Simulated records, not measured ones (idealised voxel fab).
Documented hereafter: the process module known as voxel fin reveal.
Shown is cross-section cut, with a width of 245 nm and square cells of size 5 nm.
Heads up, the way a cross-section reads in here is a grid of square cells, handed over as bands from the top down, with every band being one or more rows of cells. Per band: top height and bottom height in nm, followed by the left-to-right materials and their widths in nm; "everywhere" marks a single material spanning edge to edge, "empty" marks empty space. Where do heights start? At 0: under that level the wafer as delivered is made of one material only. And the lowest band has no floor; it just carries on downward, as in "0 nm and below". A width such as "30->40" changes by the same amount from each row of cells to the next, from the band's top row to its bottom row. When a step is marked "nothing different", none of the cells in the cross-section changed during that step. Heads up: "Voids, sealed" only lists the empty pockets with no open path to the top that are 8 cells or more, and it writes them as width x height at distance, distance from the left edge, in nm. Post-settings text on a step line: simulator's own remark regarding the step. If you see "overlay nm" on a step's line and that step has a mask, it's telling you how far right of where it was planned the mask ended up; a negative number means it went left instead.
### The following list gives the planned process steps
step 1: RECEIVE [material Si]
step 2: CONFORMAL_DEP [material SiN] [thk nm 10]
step 3: PATTERN [tone cover] [mask id FINS] [material resist] [width nm 15] [pitch nm 45] [thk nm 15] [overlay nm 0]
step 4: DIRECTIONAL_ETCH [etch materials SiN] [depth nm 10]
step 5: DIRECTIONAL_ETCH [etch materials Si] [depth nm 35]
step 6: STRIP [etch materials resist]
step 7: OXIDIZE [depth nm 5]
step 8: FILL_DEP [material SiO2] [thk nm 5]
step 9: CMP [height nm 10]
step 10: SELECTIVE_ETCH [etch materials SiO2] [depth nm 25]
step 11: STRIP [etch materials SiN]
step 12: CONFORMAL_DEP [material SiO2] [thk nm 5]
### Cross-sectional view of the wafer in its as-received condition, corresponding to the state after step 1
	0 nm and below  Si everywhere
	Voids, sealed: none
### First of two wafers: cross-section at end of module, run per plan
	5 nm to 0 nm  empty (45); SiO2 (15); empty (30); SiO2 (15); empty (30); SiO2 (15); empty (30); SiO2 (15); empty (50)
	0 nm to -10 nm  empty (45); SiO2 (5); Si (5); SiO2 (5); empty (30); SiO2 (5); Si (5); SiO2 (5); empty (30); SiO2 (5); Si (5); SiO2 (5); empty (30); SiO2 (5); Si (5); SiO2 (5); empty (50)
	-10 nm to -40 nm  SiO2 (50); Si (5); SiO2 (40); Si (5); SiO2 (40); Si (5); SiO2 (40); Si (5); SiO2 (55)
	-40 nm and below  Si everywhere
	Voids, sealed: none
### Wafer two, end of module, cross-section. Same start, same plan as wafer one. One mistake in the run
	5 nm to 0 nm  empty (45); SiO2 (15); empty (30); SiO2 (15); empty (30); SiO2 (15); empty (30); SiO2 (15); empty (50)
	0 nm to -10 nm  empty (45); SiO2 (5); Si (5); SiO2 (5); empty (30); SiO2 (5); Si (5); SiO2 (5); empty (30); SiO2 (5); Si (5); SiO2 (5); empty (30); SiO2 (5); Si (5); SiO2 (5); empty (50)
	-10 nm to -20 nm  SiO2 (25); empty (20); SiO2 (5); Si (5); SiO2 (5); empty (30); SiO2 (5); Si (5); SiO2 (5); empty (30); SiO2 (5); Si (5); SiO2 (5); empty (30); SiO2 (5); Si (5); SiO2 (5); empty (20); SiO2 (30)
	-20 nm to -40 nm  SiO2 (50); Si (5); SiO2 (40); Si (5); SiO2 (40); Si (5); SiO2 (40); Si (5); SiO2 (55)
	-40 nm and below  Si everywhere
	Voids, sealed: none
Heads up, the wafer didn't run the way we planned it: it was found that steps 10 and 11 of the process plan had been performed in exchanged positions
The closing comparison, in cells, has the second wafer with more or fewer of some materials than the first: 52 fewer of SiO2
